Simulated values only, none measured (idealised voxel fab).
The following is a process module called voxel self aligned vias.
Pictured: cross-section cut, 280 nm wide, on a grid of 5 nm square cells.
Reading order for cross-sections: top band down to bottom band. Underlying form: a grid of square cells. Band size: one or more rows of cells.
The entry gives the band's vertical extent as a top height and a bottom height in nm, then its horizontal make-up as materials from left to right, each with a width in nm. "air" stands for empty space; a single material marked "edge to edge" fills the band edge to edge.
Zero point of the height axis is 0; under it, received wafer = one material. Lowest band: continues down indefinitely, "0 and below".
Note: "30..40" means the width goes from the first number (top row of the band) to the second number (bottom row) in equal steps per row of cells.
The cross-section has no changed cell in any step marked "no change".
Heads up: "Closed internal voids" only lists the empty pockets with no open path to the top that are 8 cells or more, and it writes them as width x height at distance, distance from the left edge, in nm.
If you see something after the settings on a step's line, that's the simulator's own remark about that step.
overlay nm: how far to the right of its planned place the mask lay on this masked step (negative: to the left).

# The following list gives the planned process steps
1 RECEIVE, material Si
2 CONFORMAL_DEP, material SiO2, thk nm 15
3 CONFORMAL_DEP, material SiCN, thk nm 5
4 DIRECTIONAL_DEP, material SiO2, thk nm 30
5 DIRECTIONAL_DEP, material aC, thk nm 10
6 PATTERN, tone open, mask id LINES, material resist, width nm 15, pitch nm 45, thk nm 25, overlay nm 0
7 DIRECTIONAL_ETCH, etch materials aC, depth nm 10
8 STRIP, etch materials resist
9 DIRECTIONAL_ETCH, etch materials SiO2, depth nm 30
10 STRIP, etch materials aC
11 CONFORMAL_DEP, material TiN, thk nm 5
12 FILL_DEP, material Ru, thk nm 5
13 CMP, height nm 50
14 SELECTIVE_ETCH, etch materials W Ru TiN, depth nm 10
15 FILL_DEP, material SiN, thk nm 5
16 CMP, height nm 50
17 DIRECTIONAL_DEP, material SiO2, thk nm 15
18 DIRECTIONAL_DEP, material aC, thk nm 10
19 PATTERN, tone open, mask id VIAS, material resist, width nm 30, thk nm 25, overlay nm 0
20 DIRECTIONAL_ETCH, etch materials aC, depth nm 10
21 STRIP, etch materials resist
22 DIRECTIONAL_ETCH, etch materials SiO2, depth nm 15
23 DIRECTIONAL_ETCH, etch materials SiN, depth nm 10
24 STRIP, etch materials aC
25 CONFORMAL_DEP, material TiN, thk nm 5
26 FILL_DEP, material Ru, thk nm 10
27 CMP, height nm 65
28 CONFORMAL_DEP, material SiCN, thk nm 5
Where the wafers of this document differ is in the width nm of step 6; they start out the same, and the plan states the value that applied to the first wafer.

# Cross-section, first of several wafers, as delivered after step 1
0 and below | Si edge to edge
Closed internal voids: none

# Table: wafers, a row each; end-of-module cell change per material since receipt, gain (+), loss (-); then closed voids
width nm 15 | +16 Ru | +112 SiCN | +6 SiN | +618 SiO2 | +32 TiN | Closed internal voids: none
width nm 20 | +24 Ru | +112 SiCN | +8 SiN | +606 SiO2 | +34 TiN | Closed internal voids: none
width nm 25 | +32 Ru | +112 SiCN | +10 SiN | +594 SiO2 | +36 TiN | Closed internal voids: none
width nm 30 | +40 Ru | +112 SiCN | +12 SiN | +582 SiO2 | +38 TiN | Closed internal voids: none
